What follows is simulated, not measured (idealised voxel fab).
process module | voxel wiring stack
cross-section cut | 165 nm wide | cells 5 nm
A cross-section is a grid of square cells, given in bands from the top down. A band is one or more rows of cells.
Each band's line starts with the height of the band's top and of its bottom, in nm. Then come its materials from left to right, each with its width in nm. One material with "throughout" fills the band from edge to edge. "air" is empty space.
Height 0 is the level under which the wafer as received is all one material. The lowest band goes on downwards, as in "0 down".
A width such as "30 to 40" changes by the same amount from each row of cells to the next, from the band's top row to its bottom row.
"no change" after a step means that no cell of the cross-section changed.
closed voids: empty space of 8 cells or more with no open way to the top, each as width x height at its distance from the left edge, in nm
after a step's settings: what the simulator itself notes on the step
overlay nm, on a step with a mask: how far to the right of its planned place the mask lay; to the left if negative
plan
1 op RECEIVE | material Si
2 op CONFORMAL_DEP | material SiO2 | thk nm 10
3 op CONFORMAL_DEP | material SiCN | thk nm 5
4 op DIRECTIONAL_DEP | material lowk | thk nm 25
5 op MASKED_ETCH | tone open | mask id METAL_1 | width nm 30 | pitch nm 45 | etch materials lowk | depth nm 25 | overlay nm 0
6 op MASKED_ETCH | tone open | mask id METAL_1 | width nm 30 | pitch nm 45 | etch materials SiCN | depth nm 5 | overlay nm 0
7 op CONFORMAL_DEP | material TiN | thk nm 5
8 op FILL_DEP | material Cu | thk nm 5
9 op CMP | height nm 40
10 op EPI | material Ru | thk nm 5
11 op FILL_DEP | material SiCN | thk nm 5
12 op DIRECTIONAL_DEP | material SiO2 | thk nm 30
13 op MASKED_ETCH | tone open | mask id METAL_2_HOLES | width nm 15 | pitch nm 45 | etch materials SiO2 | depth nm 30 | overlay nm 0
14 op PATTERN | tone open | mask id METAL_2 | material resist | width nm 30 | pitch nm 45 | thk nm 20 | overlay nm 0
15 op DIRECTIONAL_ETCH | etch materials SiO2 | depth nm 20
16 op DIRECTIONAL_ETCH | etch materials SiCN | depth nm 5
17 op STRIP | etch materials resist
18 op CONFORMAL_DEP | material TiN | thk nm 5
19 op FILL_DEP | material Cu | thk nm 10
20 op CMP | height nm 80
21 op CONFORMAL_DEP | material SiCN | thk nm 5
22 op DIRECTIONAL_DEP | material lowk | thk nm 20
23 op PATTERN | tone open | mask id PLUG_2 | material resist | width nm 15 | thk nm 15 | overlay nm 0
24 op DIRECTIONAL_ETCH | etch materials lowk | depth nm 20
25 op DIRECTIONAL_ETCH | etch materials SiCN | depth nm 5
26 op STRIP | etch materials resist
27 op CONFORMAL_DEP | material TiN | thk nm 5
28 op FILL_DEP | material Cu | thk nm 10
29 op CMP | height nm 105
30 op CONFORMAL_DEP | material SiCN | thk nm 5
31 op DIRECTIONAL_DEP | material SiO2 | thk nm 25
32 op MASKED_ETCH | tone open | mask id METAL_3 | width nm 30 | pitch nm 45 | etch materials SiO2 | depth nm 25 | overlay nm 0
33 op MASKED_ETCH | tone open | mask id METAL_3 | width nm 30 | pitch nm 45 | etch materials SiCN | depth nm 5 | overlay nm 0
34 op CONFORMAL_DEP | material TiN | thk nm 5
35 op FILL_DEP | material Ru | thk nm 5
36 op CMP | height nm 135
37 op CONFORMAL_DEP | material SiCN | thk nm 5
38 op DIRECTIONAL_DEP | material lowk | thk nm 10
39 op MASKED_ETCH | tone open | mask id PLUG_3 | width nm 15 | etch materials lowk | depth nm 10 | overlay nm 0
40 op MASKED_ETCH | tone open | mask id PLUG_3 | width nm 15 | etch materials SiCN | depth nm 5 | overlay nm 0
41 op CONFORMAL_DEP | material TiN | thk nm 5
42 op FILL_DEP | material W | thk nm 10
43 op CMP | height nm 150
44 op CONFORMAL_DEP | material SiN | thk nm 5
45 op DIRECTIONAL_DEP | material SiO2 | thk nm 20
46 op MASKED_ETCH | tone open | mask id METAL_4 | width nm 30 | pitch nm 45 | etch materials SiO2 | depth nm 20 | overlay nm 0
47 op MASKED_ETCH | tone open | mask id METAL_4 | width nm 30 | pitch nm 45 | etch materials SiN | depth nm 5 | overlay nm 0
48 op CONFORMAL_DEP | material TiN | thk nm 5
49 op FILL_DEP | material Cu | thk nm 10
50 op CMP | height nm 175
51 op EPI | material Ru | thk nm 5
52 op FILL_DEP | material SiCN | thk nm 5
as received, after step 1
  0 down: Si throughout
  closed voids: none
first wafer at the end, as planned
  185 to 180: SiCN throughout
  180 to 175: SiCN 40 | Ru 40 | SiCN 5 | Ru 40 | SiCN 40
  175 to 155: SiO2 45 | TiN 5 | Cu 20 | TiN 5 | SiO2 15 | TiN 5 | Cu 20 | TiN 5 | SiO2 45
  155 to 150: SiN 45 | TiN 30 | SiN 15 | TiN 30 | SiN 45
  150 to 140: lowk 45 | TiN 5 | W 5 | TiN 5 | lowk 105
  140 to 135: SiCN 45 | TiN 15 | SiCN 105
  135 to 110: SiO2 45 | TiN 5 | Ru 20 | TiN 5 | SiO2 15 | TiN 5 | Ru 20 | TiN 5 | SiO2 45
  110 to 105: SiCN 45 | TiN 30 | SiCN 15 | TiN 30 | SiCN 45
  105 to 85: lowk 45 | TiN 5 | Cu 5 | TiN 5 | lowk 105
  85 to 80: SiCN 45 | TiN 15 | SiCN 105
  80 to 65: SiO2 45 | TiN 5 | Cu 20 | TiN 5 | SiO2 15 | TiN 5 | Cu 20 | TiN 5 | SiO2 45
  65 to 60: SiO2 45 | TiN 5 | Cu 5 | TiN 20 | SiO2 15 | TiN 5 | Cu 5 | TiN 20 | SiO2 45
  60 to 50: SiO2 45 | TiN 5 | Cu 5 | TiN 5 | SiO2 30 | TiN 5 | Cu 5 | TiN 5 | SiO2 60
  50 to 45: SiCN 45 | TiN 15 | SiCN 30 | TiN 15 | SiCN 60
  45 to 40: SiCN 40 | Ru 40 | SiCN 5 | Ru 40 | SiCN 40
  40 to 15: lowk 45 | TiN 5 | Cu 20 | TiN 5 | lowk 15 | TiN 5 | Cu 20 | TiN 5 | lowk 45
  15 to 10: SiCN 45 | TiN 30 | SiCN 15 | TiN 30 | SiCN 45
  10 to 0: SiO2 throughout
  0 down: Si throughout
  closed voids: none
second wafer at the end: like start, like plan, one mistake
  185 to 180: SiCN throughout
  180 to 175: SiCN 40 | Ru 40 | SiCN 5 | Ru 40 | SiCN 40
  175 to 155: SiO2 45 | TiN 5 | Cu 20 | TiN 5 | SiO2 15 | TiN 5 | Cu 20 | TiN 5 | SiO2 45
  155 to 150: SiN 45 | TiN 30 | SiN 15 | TiN 30 | SiN 45
  150 to 140: lowk 45 | TiN 5 | W 5 | TiN 5 | lowk 105
  140 to 135: SiCN 45 | TiN 15 | SiCN 105
  135 to 110: SiO2 45 | TiN 5 | Ru 20 | TiN 5 | SiO2 15 | TiN 5 | Ru 20 | TiN 5 | SiO2 45
  110 to 105: SiCN 45 | TiN 30 | SiCN 15 | TiN 30 | SiCN 45
  105 to 100: lowk 45 | TiN 5 | Cu 5 | TiN 5 | lowk 105
  100 to 95: SiCN 45 | TiN 15 | SiCN 105
  95 to 85: Cu throughout
  85 to 80: TiN 50 | Cu 20 | TiN 25 | Cu 20 | TiN 50
  80 to 65: SiO2 45 | TiN 5 | Cu 20 | TiN 5 | SiO2 15 | TiN 5 | Cu 20 | TiN 5 | SiO2 45
  65 to 60: SiO2 45 | TiN 5 | Cu 5 | TiN 20 | SiO2 15 | TiN 5 | Cu 5 | TiN 20 | SiO2 45
  60 to 50: SiO2 45 | TiN 5 | Cu 5 | TiN 5 | SiO2 30 | TiN 5 | Cu 5 | TiN 5 | SiO2 60
  50 to 45: SiCN 45 | TiN 15 | SiCN 30 | TiN 15 | SiCN 60
  45 to 40: SiCN 40 | Ru 40 | SiCN 5 | Ru 40 | SiCN 40
  40 to 15: lowk 45 | TiN 5 | Cu 20 | TiN 5 | lowk 15 | TiN 5 | Cu 20 | TiN 5 | lowk 45
  15 to 10: SiCN 45 | TiN 30 | SiCN 15 | TiN 30 | SiCN 45
  10 to 0: SiO2 throughout
  0 down: Si throughout
  closed voids: none
what went wrong: step 20 was left out
at the end the second wafer has, in cells: 71 more of Cu | 19 more of TiN | 90 fewer of lowk
